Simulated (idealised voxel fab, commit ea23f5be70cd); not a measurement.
This is a process module. Its name is voxel wiring stack.
It is cross-section cut that appears here, measuring 140 nm in width, its square cells being 5 nm in size.
The cross-sections in this document take the form of a grid made of square cells. They are written out as bands, in order from top to bottom. Each band consists of one or more rows of cells. Basically the band line says how high the top is and how high the bottom is, in nm, and then what's in it from left to right, every material with its width in nm. Empty space shows up as "air", and if a single material carries "everywhere" it runs the full band edge to edge. For the purposes of this specification, 0 denotes the height below which the wafer in its as-received condition is composed wholly of one material, and the lowermost band, lacking a lower limit, extends downward without end, as expressed in "0 nm and below". Note: "30->40" means the width goes from the first number (top row of the band) to the second number (bottom row) in equal steps per row of cells. You'll sometimes find "no modification" written for a step, and that's the way of saying that nowhere in the cross-section did a cell change during that step. Listed in "Enclosed void entries": every empty space of 8 or more cells without an open way to the top. Form: width x height at distance, the distance being from the left edge, all in nm. On each step's line, the part that comes after the settings is the simulator's own comment on the step. "overlay nm", when on a step's line for a step with a mask, measures how far to the right of its planned place the mask lay; a negative measure means to the left.

This section lists the process steps that were planned:
1) RECEIVE: material Si
2) CONFORMAL_DEP: material SiO2, thk nm 10
3) DIRECTIONAL_DEP: material TiN, thk nm 5
4) DIRECTIONAL_DEP: material W, thk nm 25
5) MASKED_ETCH: tone cover, mask id METAL_1, width nm 25, pitch nm 45, etch materials W, depth nm 25, overlay nm 0
6) MASKED_ETCH: tone cover, mask id METAL_1, width nm 25, pitch nm 45, etch materials TiN, depth nm 5, overlay nm 0
7) FILL_DEP: material SiO2, thk nm 5
8) CMP: height nm 40
9) CONFORMAL_DEP: material SiCN, thk nm 5
10) DIRECTIONAL_DEP: material SiO2, thk nm 30
11) PATTERN: tone open, mask id METAL_2_HOLES, material resist, width nm 15, pitch nm 45, thk nm 20, overlay nm 0
12) DIRECTIONAL_ETCH: etch materials SiO2, depth nm 30
13) STRIP: etch materials resist
14) MASKED_ETCH: tone open, mask id METAL_2, width nm 25, pitch nm 45, etch materials SiO2, depth nm 20, overlay nm 0
15) MASKED_ETCH: tone open, mask id METAL_2, width nm 25, pitch nm 45, etch materials SiCN, depth nm 5, overlay nm 0
16) CONFORMAL_DEP: material TiN, thk nm 5
17) FILL_DEP: material Cu, thk nm 10
18) CMP: height nm 75
19) CONFORMAL_DEP: material SiCN, thk nm 5
20) DIRECTIONAL_DEP: material lowk, thk nm 10
21) MASKED_ETCH: tone open, mask id PLUG_2, width nm 15, pitch nm 45, etch materials lowk, depth nm 10, overlay nm 0
22) MASKED_ETCH: tone open, mask id PLUG_2, width nm 15, pitch nm 45, etch materials SiCN, depth nm 5, overlay nm 0
23) EPI: material Ru, thk nm 10
24) EPI: material Ru, thk nm 5
25) DIRECTIONAL_DEP: material TiN, thk nm 5
26) DIRECTIONAL_DEP: material W, thk nm 15
27) DIRECTIONAL_DEP: material aC, thk nm 15
28) PATTERN: tone cover, mask id METAL_3, material resist, width nm 25, pitch nm 45, thk nm 30, overlay nm 0
29) DIRECTIONAL_ETCH: etch materials aC, depth nm 15
30) STRIP: etch materials resist
31) DIRECTIONAL_ETCH: etch materials W, depth nm 15
32) DIRECTIONAL_ETCH: etch materials TiN, depth nm 5
33) STRIP: etch materials aC
34) CONFORMAL_DEP: material SiN, thk nm 5
35) FILL_DEP: material SiO2, thk nm 5
36) CMP: height nm 110
37) CONFORMAL_DEP: material SiCN, thk nm 5

Cross-section, incoming material, after step 1:
> 0 nm and below = Si everywhere
> Enclosed void entries: none

The first of two wafers, cross-sectioned at the end of the module, with the run proceeding as planned:
> 115 nm to 110 nm = SiCN everywhere
> 110 nm to 95 nm = 30 SiO2; 5 SiN; 25 W; 5 SiN; 10 SiO2; 5 SiN; 25 W; 5 SiN; 30 SiO2
> 95 nm to 90 nm = 35 SiN; 25 TiN; 20 SiN; 25 TiN; 35 SiN
> 90 nm to 80 nm = 35 lowk; 15 Ru; 30 lowk; 15 Ru; 45 lowk
> 80 nm to 75 nm = 35 SiCN; 15 Ru; 30 SiCN; 15 Ru; 45 SiCN
> 75 nm to 60 nm = 35 SiO2; 5 TiN; 15 Cu; 5 TiN; 20 SiO2; 5 TiN; 15 Cu; 5 TiN; 35 SiO2
> 60 nm to 55 nm = 35 SiO2; 5 TiN; 5 Cu; 15 TiN; 20 SiO2; 5 TiN; 5 Cu; 15 TiN; 35 SiO2
> 55 nm to 45 nm = 35 SiO2; 5 TiN; 5 Cu; 5 TiN; 30 SiO2; 5 TiN; 5 Cu; 5 TiN; 45 SiO2
> 45 nm to 40 nm = 35 SiCN; 15 TiN; 30 SiCN; 15 TiN; 45 SiCN
> 40 nm to 15 nm = 35 SiO2; 25 W; 20 SiO2; 25 W; 35 SiO2
> 15 nm to 10 nm = 35 SiO2; 25 TiN; 20 SiO2; 25 TiN; 35 SiO2
> 10 nm to 0 nm = SiO2 everywhere
> 0 nm and below = Si everywhere
> Enclosed void entries: none

Presented here is a cross-section of the second of the two wafers as it stood at the end of the module. It was started in the same manner and assigned the same plan as the first wafer; however, one mistake was made in its execution:
> 115 nm to 110 nm = SiCN everywhere
> 110 nm to 95 nm = 30 SiO2; 5 SiN; 25 W; 5 SiN; 10 SiO2; 5 SiN; 25 W; 5 SiN; 30 SiO2
> 95 nm to 90 nm = 35 SiN; 25 TiN; 20 SiN; 25 TiN; 35 SiN
> 90 nm to 80 nm = 35 lowk; 15 Ru; 30 lowk; 15 Ru; 45 lowk
> 80 nm to 75 nm = 35 SiCN; 15 Ru; 30 SiCN; 15 Ru; 45 SiCN
> 75 nm to 60 nm = 35 SiO2; 5 TiN; 5 Cu; 5 TiN; 30 SiO2; 5 TiN; 5 Cu; 5 TiN; 45 SiO2
> 60 nm to 55 nm = 35 SiO2; 15 TiN; 30 SiO2; 15 TiN; 45 SiO2
> 55 nm to 45 nm = SiO2 everywhere
> 45 nm to 40 nm = SiCN everywhere
> 40 nm to 15 nm = 35 SiO2; 25 W; 20 SiO2; 25 W; 35 SiO2
> 15 nm to 10 nm = 35 SiO2; 25 TiN; 20 SiO2; 25 TiN; 35 SiO2
> 10 nm to 0 nm = SiO2 everywhere
> 0 nm and below = Si everywhere
> Enclosed void entries: none
What was the processing mistake? regarding the plan, step 10 was run twice
at the end the second wafer has, in cells: Cu: 18 fewer | SiCN: 6 more | SiO2: 28 more | TiN: 16 fewer
